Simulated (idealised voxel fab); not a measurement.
Process module, titled voxel released beams
This is section cut - it's 140 nm across, gridded in 5 nm square cells.
Square cells in a grid make up a cross-section in this document, and the grid is given as bands, listed from the top down, each one or more rows of cells. In this notation a band is specified by the heights of its top and bottom, in that order and in nm, after which its materials appear from left to right, each paired with its width in nm. The word "everywhere" attached to a single material means that material fills the band from edge to edge; the word "empty" stands for empty space. Note: height 0 marks the level under which the wafer is uniformly one material as received. Lowest band unbounded below, written "z 0 and below". A width such as "30 to 40" changes by the same amount from each row of cells to the next, from the band's top row to its bottom row. "nothing different", as given for a step, is the statement that not any cell of the cross-section underwent a change during that step. Any empty space of 8 cells or more lacking an open way to the top shows up in "Voids, sealed" as width x height at distance, distance from the left edge, in nm. Step line, after settings: the simulator's comment on this step. On any step carrying a mask, the "overlay nm" setting, if present on the step's line, tells how far right of its planned place the mask lay; negative values point to the left.
## Process steps foreseen in the plan
1. RECEIVE, material Si
2. CONFORMAL_DEP, material SiN, thk nm 5
3. DIRECTIONAL_DEP, material SiO2, thk nm 10
4. DIRECTIONAL_DEP, material aC, thk nm 15
5. PATTERN, tone open, mask id ANCHOR, material resist, width nm 25, thk nm 30, overlay nm 0
6. DIRECTIONAL_ETCH, etch materials aC, depth nm 15
7. STRIP, etch materials resist
8. DIRECTIONAL_ETCH, etch materials SiO2, depth nm 10
9. STRIP, etch materials aC
10. CONFORMAL_DEP, material W, thk nm 10
11. MASKED_ETCH, tone cover, mask id BEAM, width nm 70, etch materials W, depth nm 10, overlay nm 0
12. STRIP, etch materials SiO2
## This is the cross-section of the wafer as we received it, i.e. after step 1
z 0 and below = Si everywhere
Voids, sealed: none
## The module was run from the start shown above using the plan shown above, but one mistake was made doing it; the resulting wafer cross-section is below
z 20 to 10 = empty 30 / W 15 / empty 5 / W 50 / empty 40
z 10 to 0 = empty 35 / W 25 / empty 80
z 0 and below = Si everywhere
Voids, sealed: none
Heads up, the wafer didn't run the way we planned it: step 2 of the plan was excluded from execution and never run
